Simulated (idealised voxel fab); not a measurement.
Process module under the name voxel released beams
Each square cell in cross-section cut measures 5 nm, and the section as a whole is 230 nm wide.
A cross-section is written here as square cells arranged in a grid, and it is given in bands from the top down, each band taking up one or more rows of cells.
The entry gives the band's vertical extent as a top height and a bottom height in nm, then its horizontal make-up as materials from left to right, each with a width in nm. "blank" stands for empty space; a single material marked "edge to edge" fills the band edge to edge.
Beneath 0, the wafer as received is one material, and that level is where height counting begins. The lowest band goes on downward without a bottom; it is written like "from 0 down".
Per-row width for "30..40": begins at first number (top row of band), ends at second number (bottom row), increment between rows held constant.
The cross-section has no changed cell in any step marked "remained the same".
Under "Entrapped void list" you'll find the enclosed gaps, the ones with no way out to the top, that are 8 cells or bigger; each reads width x height at distance, with distance counted from the left edge, everything in nm.
Anything after a step's settings on that line? It's the simulator's own note about the step.
On any step carrying a mask, the "overlay nm" setting, if present on the step's line, tells how far right of its planned place the mask lay; negative values point to the left.
**These are the steps we planned for the process**
1 RECEIVE (material Si)
2 CONFORMAL_DEP (material SiN; thk nm 10)
3 DIRECTIONAL_DEP (material SiO2; thk nm 20)
4 PATTERN (tone open; mask id ANCHOR; material resist; width nm 15; thk nm 15; overlay nm 0)
5 DIRECTIONAL_ETCH (etch materials SiO2; depth nm 20)
6 STRIP (etch materials resist)
7 CONFORMAL_DEP (material polySi; thk nm 10)
8 PATTERN (tone cover; mask id BEAM; material resist; width nm 90; thk nm 20; overlay nm 0)
9 DIRECTIONAL_ETCH (etch materials polySi; depth nm 10)
10 STRIP (etch materials resist)
11 STRIP (etch materials SiO2)
Same starting wafers, different width nm at step 4. Plan value belongs to the first wafer.
**As-received cross-section, first of several wafers, post step 1**
from 0 down  Si edge to edge
Entrapped void list: none
**Heads up, this table goes wafer by wafer. A row tells you, at the end of the module, how many cells of each material that wafer has put on (+) or dropped (-) since it was received, and then its closed voids**
width nm 15; +92 SiN; +48 polySi; Entrapped void list: none
width nm 20; +92 SiN; +52 polySi; Entrapped void list: none
width nm 25; +92 SiN; +52 polySi; Entrapped void list: none
width nm 30; +92 SiN; +52 polySi; Entrapped void list: none
width nm 35; +92 SiN; +52 polySi; Entrapped void list: none
width nm 40; +92 SiN; +52 polySi; Entrapped void list: none
